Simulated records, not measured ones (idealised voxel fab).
The following is a process module called voxel double patterning.
Displayed cross-section: cut, width of 275 nm, square cells sized 5 nm.
Each cross-section below is a grid of square cells, stated as bands in top-down order, with one or more rows of cells making up each band. Per band: top height and bottom height in nm, followed by the left-to-right materials and their widths in nm; "edge to edge" marks a single material spanning edge to edge, "empty" marks empty space. Heights are measured from 0, the level below which the as-received wafer is all one material; the lowest band has no bottom and continues downward, written as in "z 0 and below". It should be noted that a width expressed as "30..40" varies in equal increments from row to row of cells within the band, taking the value of the first number at the top row and that of the second number at the bottom row. Reading "no alteration" for a step: not a cell of the cross-section changed in it. Voids not open to the top, 8 cells minimum: see "Voids lacking openings". Written width x height at distance; distance is from the left edge; nm. Past the settings on a step's line: simulator remark, on that step. The optional step-line setting "overlay nm" applies to steps with a mask and quantifies how far to the right of its planned location the mask lay, a negative value indicating leftward placement.
[So here's the lineup of process steps we planned]
| 1 | RECEIVE (material Si) |
| 2 | CONFORMAL_DEP (material SiO2; thk nm 10) |
| 3 | DIRECTIONAL_DEP (material W; thk nm 15) |
| 4 | DIRECTIONAL_DEP (material SiCN; thk nm 5) |
| 5 | PATTERN (tone open; mask id FIRST; material resist; width nm 15; pitch nm 50; thk nm 15; overlay nm 0) |
| 6 | DIRECTIONAL_ETCH (etch materials SiCN; depth nm 5) |
| 7 | STRIP (etch materials resist) |
| 8 | PATTERN (tone open; mask id SECOND; material resist; width nm 15; pitch nm 50; thk nm 15; overlay nm 0) |
| 9 | DIRECTIONAL_ETCH (etch materials SiCN; depth nm 5) |
| 10 | STRIP (etch materials resist) |
| 11 | DIRECTIONAL_ETCH (etch materials W; depth nm 15) |
| 12 | STRIP (etch materials SiCN) |
[as received, after step 1]
> z 0 and below: Si edge to edge
> Voids lacking openings: none
[Look at the cross-section after the module: the wafer started out the way shown above and the plan was the one shown above, yet one mistake was made along the way]
> z 30 to 25: SiCN 80 nm  empty 15 nm  SiCN 10 nm  empty 15 nm  SiCN 10 nm  empty 15 nm  SiCN 10 nm  empty 15 nm  SiCN 10 nm  empty 15 nm  SiCN 80 nm
> z 25 to 10: W 80 nm  empty 15 nm  W 10 nm  empty 15 nm  W 10 nm  empty 15 nm  W 10 nm  empty 15 nm  W 10 nm  empty 15 nm  W 80 nm
> z 10 to 0: SiO2 edge to edge
> z 0 and below: Si edge to edge
> Voids lacking openings: none
Heads up, the wafer didn't run the way we planned it: step 12 of the plan was bypassed and not carried out
